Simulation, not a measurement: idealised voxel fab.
process module | voxel spacer lines
cross-section cut | 220 nm wide | cells 5 nm
A cross-section is a grid of square cells, given in bands from the top down. A band is one or more rows of cells.
Each band's line starts with the height of the band's top and of its bottom, in nm. Then come its materials from left to right, each with its width in nm. One material with "throughout" fills the band from edge to edge. "air" is empty space.
Height 0 is the level under which the wafer as received is all one material. The lowest band goes on downwards, as in "0 down".
A width such as "30 to 40" changes by the same amount from each row of cells to the next, from the band's top row to its bottom row.
"no change" after a step means that no cell of the cross-section changed.
closed voids: empty space of 8 cells or more with no open way to the top, each as width x height at its distance from the left edge, in nm
after a step's settings: what the simulator itself notes on the step
overlay nm, on a step with a mask: how far to the right of its planned place the mask lay; to the left if negative
plan
1 op RECEIVE | material Si
2 op CONFORMAL_DEP | material Al2O3 | thk nm 10
3 op DIRECTIONAL_DEP | material TiN | thk nm 10
4 op DIRECTIONAL_DEP | material aC | thk nm 20
5 op PATTERN | tone cover | mask id MANDREL | material resist | width nm 20 | pitch nm 60 | thk nm 30 | overlay nm 0
6 op DIRECTIONAL_ETCH | etch materials aC | depth nm 20
7 op STRIP | etch materials resist
8 op CONFORMAL_DEP | material SiN | thk nm 10
9 op DIRECTIONAL_ETCH | etch materials SiN | depth nm 10
10 op STRIP | etch materials aC
11 op DIRECTIONAL_ETCH | etch materials TiN | depth nm 10
12 op STRIP | etch materials SiN
first wafer, as planned
as received, after step 1
  0 down: Si throughout
  closed voids: none
after step 2
  10 to 0: Al2O3 throughout
  below 0: unchanged
after step 3
  20 to 10: TiN throughout
  below 10: unchanged
after step 4
  40 to 20: aC throughout
  below 20: unchanged
after step 5
  70 to 40: air 40 | resist 20 | air 40 | resist 20 | air 40 | resist 20 | air 40
  below 40: unchanged
after step 6
  50 to 40: air 40 | resist 20 | air 40 | resist 20 | air 40 | resist 20 | air 40
  40 to 20: air 40 | aC 20 | air 40 | aC 20 | air 40 | aC 20 | air 40
  below 20: unchanged
after step 7
  40 to 20: air 40 | aC 20 | air 40 | aC 20 | air 40 | aC 20 | air 40
  below 20: unchanged
after step 8
  50 to 40: air 30 | SiN 40 | air 20 | SiN 40 | air 20 | SiN 40 | air 30
  40 to 30: air 30 | SiN 10 | aC 20 | SiN 10 | air 20 | SiN 10 | aC 20 | SiN 10 | air 20 | SiN 10 | aC 20 | SiN 10 | air 30
  30 to 20: SiN 40 | aC 20 | SiN 40 | aC 20 | SiN 40 | aC 20 | SiN 40
  below 20: unchanged
after step 9
  40 to 20: air 30 | SiN 10 | aC 20 | SiN 10 | air 20 | SiN 10 | aC 20 | SiN 10 | air 20 | SiN 10 | aC 20 | SiN 10 | air 30
  below 20: unchanged
after step 10
  40 to 20: air 30 | SiN 10 | air 20 | SiN 10 | air 20 | SiN 10 | air 20 | SiN 10 | air 20 | SiN 10 | air 20 | SiN 10 | air 30
  below 20: unchanged
after step 11
  40 to 20: air 30 | SiN 10 | air 20 | SiN 10 | air 20 | SiN 10 | air 20 | SiN 10 | air 20 | SiN 10 | air 20 | SiN 10 | air 30
  20 to 10: air 30 | TiN 10 | air 20 | TiN 10 | air 20 | TiN 10 | air 20 | TiN 10 | air 20 | TiN 10 | air 20 | TiN 10 | air 30
  below 10: unchanged
after step 12
  20 to 10: air 30 | TiN 10 | air 20 | TiN 10 | air 20 | TiN 10 | air 20 | TiN 10 | air 20 | TiN 10 | air 20 | TiN 10 | air 30
  below 10: unchanged
second wafer: like start, like plan, one mistake. Through step 2 it matches the first wafer
when step 3 should have ended
  30 to 10: aC throughout
  below 10: unchanged
when step 4 should have ended
  40 to 30: TiN throughout
  below 30: unchanged
when step 5 should have ended
  70 to 40: air 40 | resist 20 | air 40 | resist 20 | air 40 | resist 20 | air 40
  below 40: unchanged
when step 6 should have ended
  50 to 40: air 40 | resist 20 | air 40 | resist 20 | air 40 | resist 20 | air 40
  below 40: unchanged
when step 7 should have ended
  40 to 30: TiN throughout
  below 30: unchanged
when step 8 should have ended
  50 to 40: SiN throughout
  below 40: unchanged
when step 9 should have ended
  40 to 30: TiN throughout
  below 30: unchanged
when step 10 should have ended: no change
when step 11 should have ended
  30 to 10: aC throughout
  below 10: unchanged
when step 12 should have ended: no change
what went wrong: steps 3 and 4 were swapped
at the end the second wafer has, in cells: 24 fewer of TiN | 176 more of aC
